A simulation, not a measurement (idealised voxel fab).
Herein follows the process module entitled voxel spacer lines.
This is section cut - it's 295 nm across, gridded in 5 nm square cells.
Just so we're on the same page, the cross-sections are grids of square cells, and they're listed out in bands top to bottom, each band one or more rows deep. Top height, bottom height, nm. Materials left to right, width each, nm. Single material + "everywhere" = fills band edge to edge. "blank" = empty. Height datum 0, below which the as-received substrate wafer is one material. Lowest band open at the bottom, running downward: "0 down". It should be noted that a width expressed as "30..40" varies in equal increments from row to row of cells within the band, taking the value of the first number at the top row and that of the second number at the bottom row. "all unchanged" means the step left every cell of the cross-section as it was. If an empty space has no open way to the top and is at least 8 cells in size, "Enclosed void listing" lists it, written width x height at distance, where distance is measured from the left edge and every value is in nm. Text after the settings on a step's line: the simulator's own remark on that step. The line of a step may include "overlay nm". On a step with a mask, this value is how far to the right of its planned place the mask lay. A negative value means the mask lay to the left.

## Set out below are the planned steps of the process
1,op RECEIVE | material Si
2,op CONFORMAL_DEP | material Al2O3 | thk nm 10
3,op DIRECTIONAL_DEP | material SiN | thk nm 20
4,op DIRECTIONAL_DEP | material aC | thk nm 30
5,op PATTERN | tone cover | mask id MANDREL | material resist | width nm 15 | pitch nm 60 | thk nm 40 | overlay nm 0
6,op DIRECTIONAL_ETCH | etch materials aC | depth nm 30
7,op STRIP | etch materials resist
8,op CONFORMAL_DEP | material SiO2 | thk nm 15
9,op DIRECTIONAL_ETCH | etch materials SiO2 | depth nm 15
10,op STRIP | etch materials aC
11,op DIRECTIONAL_ETCH | etch materials SiN | depth nm 20
12,op STRIP | etch materials SiO2
13,op FILL_DEP | material SiO2 | thk nm 10
14,op CMP | height nm 30

## Cross-section of the wafer as it came to us, i.e., already through step 1
> 0 down: Si everywhere
> Enclosed void listing: none

## The following cross-section depicts the wafer upon conclusion of the module. Processing commenced from the starting condition illustrated above and adhered to the plan illustrated above, save for one mistake in execution
> 30 to 20: SiO2 everywhere
> 20 to 0: SiO2 (65)  SiN (15)  SiO2 (15)  SiN (15)  SiO2 (15)  SiN (15)  SiO2 (15)  SiN (15)  SiO2 (15)  SiN (15)  SiO2 (15)  SiN (15)  SiO2 (65)
> 0 down: Si everywhere
> Enclosed void listing: none
Here's what went sideways: step 2 of the plan did not run at all; it was left out
